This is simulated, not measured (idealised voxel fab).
Documented hereafter: the process module known as voxel ribs on slabs.
The cross-section shown here is cut; it is 300 nm wide and divided into square cells measuring 5 nm on a side.
In this document a cross-section is written as a grid of square cells. It is given as a series of bands, listed from the top down, and a band is one or more rows of cells.
First you get the band's top height and its bottom height, in nm, and then the materials it's made of, left to right, with each width in nm. If you see a single material with "throughout", that one covers the band edge to edge. "blank" is empty space.
Note: height 0 marks the level under which the wafer is uniformly one material as received. Lowest band unbounded below, written "0 nm and below".
The notation "30..40" denotes a width that varies across the rows of cells in the band, beginning at the first number in the top row, finishing at the second number in the bottom row, and changing by an identical amount from each row to the next.
"no change occurred" -> step changed no cross-section cell.
"Enclosed internal voids" lists enclosed empty spaces (at least 8 cells, no open path upward to the top), each as width x height at distance from the left edge, in nm.
Past the settings on a step's line: simulator remark, on that step.
overlay nm: mask offset rightward from planned place, masked step; negative means leftward offset.
Planned step list for the process
1) op RECEIVE | material Si
2) op DIRECTIONAL_DEP | material SiO2 | thk nm 20
3) op DIRECTIONAL_DEP | material polySi | thk nm 20
4) op DIRECTIONAL_DEP | material aC | thk nm 15
5) op PATTERN | tone cover | mask id RIB | material resist | width nm 20 | thk nm 30 | overlay nm 0
6) op DIRECTIONAL_ETCH | etch materials aC | depth nm 15
7) op STRIP | etch materials resist
8) op DIRECTIONAL_ETCH | etch materials polySi | depth nm 10
9) op STRIP | etch materials aC
10) op PATTERN | tone cover | mask id SLAB | material resist | width nm 90 | thk nm 20 | overlay nm 0
11) op DIRECTIONAL_ETCH | etch materials polySi | depth nm 10
12) op STRIP | etch materials resist
13) op FILL_DEP | material SiO2 | thk nm 30
14) op CMP | height nm 60
15) op DIRECTIONAL_DEP | material TiN | thk nm 5
16) op DIRECTIONAL_DEP | material aC | thk nm 15
17) op PATTERN | tone cover | mask id HEATER | material resist | width nm 40 | thk nm 30 | overlay nm 0
18) op DIRECTIONAL_ETCH | etch materials aC | depth nm 15
19) op STRIP | etch materials resist
20) op DIRECTIONAL_ETCH | etch materials TiN | depth nm 5
21) op STRIP | etch materials aC
22) op CONFORMAL_DEP | material SiO2 | thk nm 5
For this document, wafers share an identical start and vary in the step 5 width nm; the plan quotes the first wafer's value.
First of several wafers (as received, post step 1), cross-sectional view
- 0 nm and below: Si throughout
- Enclosed internal voids: none
Quick look at the cross-section of the first of several wafers after step 22, which wraps up the module
- 70 nm to 65 nm: blank (125), SiO2 (50), blank (125)
- 65 nm to 60 nm: SiO2 (130), TiN (40), SiO2 (130)
- 60 nm to 40 nm: SiO2 throughout
- 40 nm to 30 nm: SiO2 (140), polySi (20), SiO2 (140)
- 30 nm to 20 nm: SiO2 (105), polySi (90), SiO2 (105)
- 20 nm to 0 nm: SiO2 throughout
- 0 nm and below: Si throughout
- Enclosed internal voids: none
Last-wafer cross-section at the end of the module
- 70 nm to 65 nm: blank (125), SiO2 (50), blank (125)
- 65 nm to 60 nm: SiO2 (130), TiN (40), SiO2 (130)
- 60 nm to 40 nm: SiO2 throughout
- 40 nm to 30 nm: SiO2 (130), polySi (45), SiO2 (125)
- 30 nm to 20 nm: SiO2 (105), polySi (90), SiO2 (105)
- 20 nm to 0 nm: SiO2 throughout
- 0 nm and below: Si throughout
- Enclosed internal voids: none
The table below has one row for each wafer; a row shows, as of the end of the module, how many cells of each material the wafer has gained, marked (+), or lost, marked (-), since it was received, and then the wafer's closed voids
width nm 20 | +738 SiO2 | +8 TiN | +44 polySi | Enclosed internal voids: none
width nm 25 | +736 SiO2 | +8 TiN | +46 polySi | Enclosed internal voids: none
width nm 30 | +734 SiO2 | +8 TiN | +48 polySi | Enclosed internal voids: none
width nm 35 | +732 SiO2 | +8 TiN | +50 polySi | Enclosed internal voids: none
width nm 40 | +730 SiO2 | +8 TiN | +52 polySi | Enclosed internal voids: none
width nm 45 | +728 SiO2 | +8 TiN | +54 polySi | Enclosed internal voids: none
